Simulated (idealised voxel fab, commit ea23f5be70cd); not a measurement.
The document below concerns the process module designated voxel released beams.
This is section cut - it's 300 nm across, gridded in 5 nm square cells.
A cross-section in this document is a grid of square cells, and it is written down as bands, the top band listed before the ones below it; a band is made up of one or more rows of cells. Band entry format. Leading values: height of top, height of bottom, nm. Remainder: materials in left-to-right order, each with its width in nm. Special words: "edge to edge" on a single material, which then fills the band edge to edge; "air", empty space. Heights are measured from 0, the level below which the as-received wafer is all one material; the lowest band has no bottom and continues downward, written as in "top 0, no bottom". Graded width ("30..40"): value in top row of band = first number; value in bottom row = second number; row-to-row change constant. Take "nothing got changed" at face value: in the step it is given for, the cross-section changed in none of its cells. The entry "Closed void roster" lists the empty spaces that cover at least 8 cells and have no open path to the top. Each is written as width x height at distance, where the distance is measured from the left edge and all three values are in nm. Read whatever lies past the settings on a step's line as the simulator's own remark about the step. Among the settings permitted on a step's line is "overlay nm"; applied to a step with a mask, it specifies the extent to which the mask lay to the right of its planned position, whereas a negative figure signifies a position to the left.

# Steps in the process plan
| 1 | RECEIVE [material Si] |
| 2 | CONFORMAL_DEP [material SiN] [thk nm 5] |
| 3 | DIRECTIONAL_DEP [material SiO2] [thk nm 10] |
| 4 | DIRECTIONAL_DEP [material aC] [thk nm 10] |
| 5 | PATTERN [tone open] [mask id ANCHOR] [material resist] [width nm 40] [thk nm 25] [overlay nm 0] |
| 6 | DIRECTIONAL_ETCH [etch materials aC] [depth nm 10] |
| 7 | STRIP [etch materials resist] |
| 8 | DIRECTIONAL_ETCH [etch materials SiO2] [depth nm 10] |
| 9 | STRIP [etch materials aC] |
| 10 | CONFORMAL_DEP [material W] [thk nm 15] |
| 11 | DIRECTIONAL_DEP [material aC] [thk nm 5] |
| 12 | PATTERN [tone cover] [mask id BEAM] [material resist] [width nm 90] [thk nm 30] [overlay nm 0] |
| 13 | DIRECTIONAL_ETCH [etch materials aC] [depth nm 15] |
| 14 | STRIP [etch materials resist] |
| 15 | DIRECTIONAL_ETCH [etch materials W] [depth nm 15] |
| 16 | STRIP [etch materials aC] |
| 17 | STRIP [etch materials SiO2] |
The plan's step 11 thk nm is the first wafer's value; the wafers differ in this setting and start identical.

# The as-received cross-section of the first of several wafers corresponds to the state after step 1
- top 0, no bottom = Si edge to edge
- Closed void roster: none

# each wafer at the end: cells of each material gained (+) or lost (-) since it was received, then its closed voids
thk nm 5 | +60 SiN | +66 W | Closed void roster: none
thk nm 10 | +60 SiN | +66 W | Closed void roster: none
thk nm 15 | +60 SiN | +66 W | Closed void roster: none
thk nm 20 | +60 SiN | +104 SiO2 | +192 W | Closed void roster: none
thk nm 25 | +60 SiN | +104 SiO2 | +192 W | Closed void roster: none
thk nm 30 | +60 SiN | +104 SiO2 | +192 W | Closed void roster: none
